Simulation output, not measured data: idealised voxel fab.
The name of this process module is voxel fin reveal.
Each square cell in cross-section cut measures 5 nm, and the section as a whole is 200 nm wide.
We lay out every cross-section as a grid of square cells and spell it out in bands from the top down, where one band means one or more rows of cells. Band: top height; bottom height; in nm. Then, left to right: material with width in nm, for each material. "all across": a single material spanning edge to edge. "blank": empty space. Counting heights begins at 0, where everything beneath is, in the wafer as received, one material. The lowest band has no bottom; it goes on downwards, as "0 down" shows. The width entry "30..40" should be interpreted row by row: the top row of cells in the band takes the first number, the bottom row takes the second number, and the change between adjacent rows is uniform throughout. Where the words "remained the same" appear for a step, the cross-section shows no cell changed by that step; every cell remained as before. "Cavities, sealed" enumerates empty spaces isolated from the top, with no open way to it, that contain at least 8 cells, giving each as width x height at distance from the left edge, all three in nm. The remark found on a step's line after its settings is issued by the simulator itself and pertains to that step. overlay nm: how far to the right of its planned place the mask lay on this masked step (negative: to the left).
### The steps planned for the process are as follows
1) op RECEIVE | material Si
2) op CONFORMAL_DEP | material SiN | thk nm 10
3) op MASKED_ETCH | tone cover | mask id FINS | width nm 15 | pitch nm 45 | etch materials SiN | depth nm 10 | overlay nm 0
4) op MASKED_ETCH | tone cover | mask id FINS | width nm 15 | pitch nm 45 | etch materials Si | depth nm 40 | overlay nm 0
5) op OXIDIZE | depth nm 5
6) op FILL_DEP | material SiO2 | thk nm 10
7) op CMP | height nm 10
8) op SELECTIVE_ETCH | etch materials SiO2 | depth nm 40
9) op STRIP | etch materials SiN
### Cross-section of the incoming wafer, state after step 1
    0 down  Si all across
    Cavities, sealed: none
### The following cross-section depicts the wafer upon conclusion of the module. Processing commenced from the starting condition illustrated above and adhered to the plan illustrated above, save for one mistake in execution
    0 to -5  blank 75 nm; Si 5 nm; blank 40 nm; Si 5 nm; blank 75 nm
    -5 to -30  blank 70 nm; Si 15 nm; blank 30 nm; Si 15 nm; blank 70 nm
    -30 to -45  SiO2 70 nm; Si 15 nm; SiO2 30 nm; Si 15 nm; SiO2 70 nm
    -45 down  Si all across
    Cavities, sealed: none
Error vs. plan: heads up, step 4 didn't go per plan, it actually ran as op MASKED_ETCH | tone cover | mask id FINS | width nm 25 | pitch nm 45 | etch materials Si | depth nm 40 | overlay nm 0
